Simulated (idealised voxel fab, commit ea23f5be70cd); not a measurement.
The process module presented herein is designated voxel wiring stack.
Section shown: cut. Width: 280 nm. Cell size: 5 nm, square.
Cross-section, as written here: a square-cell grid given band by band from the top down, where a band holds one or more rows of cells. Look at the band entry: it leads with the top's height and the bottom's height in nm. Then it lists the materials left to right, with a width in nm for each. The word "full width" on a single material says that material fills the band edge to edge. The word "air" is empty space. Below 0: as-received wafer, all one material; heights counted from there. Lowest band: no bottom, goes on down, written "0 -> down". So if you see something like "30->40" for the width, read it as the top row of the band sitting at the first number and the bottom row at the second, with every row in between moving by the same amount as the last. For the purposes of this document, the phrase "nothing was modified" attached to a step denotes that no cell within the cross-section was modified by that step. If an empty space has no open way to the top and is at least 8 cells in size, "Voids, fully enclosed" lists it, written width x height at distance, where distance is measured from the left edge and every value is in nm. Where a step's line continues beyond its settings, the continuation is a remark by the simulator itself on that step. overlay nm: mask offset rightward from planned place, masked step; negative means leftward offset.

[Planned process steps]
step 1: RECEIVE | material Si
step 2: CONFORMAL_DEP | material SiO2 | thk nm 15
step 3: CONFORMAL_DEP | material SiN | thk nm 5
step 4: DIRECTIONAL_DEP | material lowk | thk nm 20
step 5: DIRECTIONAL_DEP | material aC | thk nm 10
step 6: PATTERN | tone open | mask id METAL_1 | material resist | width nm 15 | pitch nm 45 | thk nm 25 | overlay nm 0
step 7: DIRECTIONAL_ETCH | etch materials aC | depth nm 10
step 8: STRIP | etch materials resist
step 9: DIRECTIONAL_ETCH | etch materials lowk | depth nm 20
step 10: DIRECTIONAL_ETCH | etch materials SiN | depth nm 5
step 11: STRIP | etch materials aC
step 12: CONFORMAL_DEP | material TiN | thk nm 5
step 13: FILL_DEP | material Ru | thk nm 5
step 14: CMP | height nm 40
step 15: CONFORMAL_DEP | material SiCN | thk nm 5
step 16: DIRECTIONAL_DEP | material lowk | thk nm 10
step 17: MASKED_ETCH | tone open | mask id PLUG_1 | width nm 15 | pitch nm 45 | etch materials lowk | depth nm 10 | overlay nm 0
step 18: MASKED_ETCH | tone open | mask id PLUG_1 | width nm 15 | pitch nm 45 | etch materials SiCN | depth nm 5 | overlay nm 0
step 19: EPI | material Ru | thk nm 10
step 20: EPI | material Ru | thk nm 5
step 21: CONFORMAL_DEP | material SiN | thk nm 5
step 22: DIRECTIONAL_DEP | material SiO2 | thk nm 15
step 23: PATTERN | tone open | mask id METAL_2 | material resist | width nm 25 | pitch nm 45 | thk nm 20 | overlay nm 0
step 24: DIRECTIONAL_ETCH | etch materials SiO2 | depth nm 15
step 25: DIRECTIONAL_ETCH | etch materials SiN | depth nm 5
step 26: STRIP | etch materials resist
step 27: CONFORMAL_DEP | material TiN | thk nm 5
step 28: FILL_DEP | material Cu | thk nm 5
step 29: CMP | height nm 75
step 30: CONFORMAL_DEP | material SiN | thk nm 5
What sets these wafers apart? The width nm at step 6. They all start alike, and the plan carries the first wafer's value.

[Step 1 complete: as-received cross-section of the first of several wafers]
  0 -> down = Si full width
  Voids, fully enclosed: none

[Rows = wafers. At module end, each row lists per material the cells gained (+) or lost (-) since the wafer was received, then the closed voids]
width nm 15; +27 Cu; +39 Ru; +47 SiCN; +144 SiN; +291 SiO2; +66 TiN; +282 lowk; Voids, fully enclosed: none
width nm 20; +27 Cu; +51 Ru; +47 SiCN; +141 SiN; +291 SiO2; +69 TiN; +270 lowk; Voids, fully enclosed: none
width nm 25; +27 Cu; +63 Ru; +47 SiCN; +138 SiN; +291 SiO2; +72 TiN; +258 lowk; Voids, fully enclosed: none
width nm 30; +27 Cu; +75 Ru; +47 SiCN; +135 SiN; +291 SiO2; +75 TiN; +246 lowk; Voids, fully enclosed: none
